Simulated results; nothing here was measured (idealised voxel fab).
The document below concerns the process module designated voxel ribs on slabs.
Cross-sectional view cut (width: 155 nm; square cell size: 5 nm).
Cross-sections here: square-cell grids, written as top-down lists of bands, a band being one or more rows of cells. In this notation a band is specified by the heights of its top and bottom, in that order and in nm, after which its materials appear from left to right, each paired with its width in nm. The word "all across" attached to a single material means that material fills the band from edge to edge; the word "empty" stands for empty space. Heights from 0 (as-received wafer is one material below). Bottom band endless downward, as "0 nm and below". Per-row width for "30->40": begins at first number (top row of band), ends at second number (bottom row), increment between rows held constant. Step marked "remains unaltered"? Then no cell in the cross-section changed in it. If an empty space has no open way to the top and is at least 8 cells in size, "Closed void list" lists it, written width x height at distance, where distance is measured from the left edge and every value is in nm. Where a step's line continues beyond its settings, the continuation is a remark by the simulator itself on that step. overlay nm: how far to the right of its planned place the mask lay on this masked step (negative: to the left).

[Steps in the process plan]
- 1: op RECEIVE | material Si
- 2: op DIRECTIONAL_DEP | material SiO2 | thk nm 20
- 3: op DIRECTIONAL_DEP | material polySi | thk nm 20
- 4: op PATTERN | tone cover | mask id RIB | material resist | width nm 20 | thk nm 20 | overlay nm 0
- 5: op DIRECTIONAL_ETCH | etch materials polySi | depth nm 15
- 6: op STRIP | etch materials resist
- 7: op PATTERN | tone cover | mask id SLAB | material resist | width nm 60 | thk nm 20 | overlay nm 0
- 8: op DIRECTIONAL_ETCH | etch materials polySi | depth nm 5
- 9: op STRIP | etch materials resist
- 10: op FILL_DEP | material SiO2 | thk nm 25
- 11: op CMP | height nm 60
- 12: op DIRECTIONAL_DEP | material W | thk nm 5
- 13: op PATTERN | tone cover | mask id HEATER | material resist | width nm 30 | thk nm 15 | overlay nm 0
- 14: op DIRECTIONAL_ETCH | etch materials W | depth nm 5
- 15: op STRIP | etch materials resist
- 16: op CONFORMAL_DEP | material SiO2 | thk nm 5

[Incoming wafer in cross-section (state: after step 1)]
	0 nm and below | Si all across
	Closed void list: none

[Cross-section, end of module. Start: as above. Plan: as above. Execution: one mistake]
	70 nm to 65 nm | 55 nm empty, then 40 nm SiO2, then 60 nm empty
	65 nm to 60 nm | 60 nm SiO2, then 30 nm W, then 65 nm SiO2
	60 nm to 20 nm | polySi all across
	20 nm to 0 nm | SiO2 all across
	0 nm and below | Si all across
	Closed void list: none
In executing the process, a mistake was made relative to the plan: heads up, step 10 didn't go per plan, it actually ran as op FILL_DEP | material polySi | thk nm 25
